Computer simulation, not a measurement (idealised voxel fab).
process module | voxel local oxidation
cross-section cut | 205 nm wide | cells 5 nm
A cross-section is a grid of square cells, given in bands from the top down. A band is one or more rows of cells.
Each band's line starts with the height of the band's top and of its bottom, in nm. Then come its materials from left to right, each with its width in nm. One material with "throughout" fills the band from edge to edge. "air" is empty space.
Height 0 is the level under which the wafer as received is all one material. The lowest band goes on downwards, as in "0 down".
A width such as "30 to 40" changes by the same amount from each row of cells to the next, from the band's top row to its bottom row.
"no change" after a step means that no cell of the cross-section changed.
closed voids: empty space of 8 cells or more with no open way to the top, each as width x height at its distance from the left edge, in nm
after a step's settings: what the simulator itself notes on the step
overlay nm, on a step with a mask: how far to the right of its planned place the mask lay; to the left if negative
plan
1 op RECEIVE | material Si
2 op OXIDIZE | depth nm 5
3 op CONFORMAL_DEP | material SiN | thk nm 10
4 op MASKED_ETCH | tone cover | mask id ACTIVE | width nm 105 | etch materials SiN | depth nm 10 | overlay nm 0
5 op SELECTIVE_ETCH | etch materials SiO2 | depth nm 5
6 op OXIDIZE | depth nm 10
7 op STRIP | etch materials SiN
as received, after step 1
  0 down: Si throughout
  closed voids: none
a wafer at the end: this start, this plan, one mistake
  0 to -5: air 45 | SiO2 95 | air 65
  -5 to -15: SiO2 55 | Si 75 | SiO2 75
  -15 down: Si throughout
  closed voids: none
what went wrong: step 4 ran as: op MASKED_ETCH | tone cover | mask id ACTIVE | width nm 105 | etch materials SiN | depth nm 10 | overlay nm -10
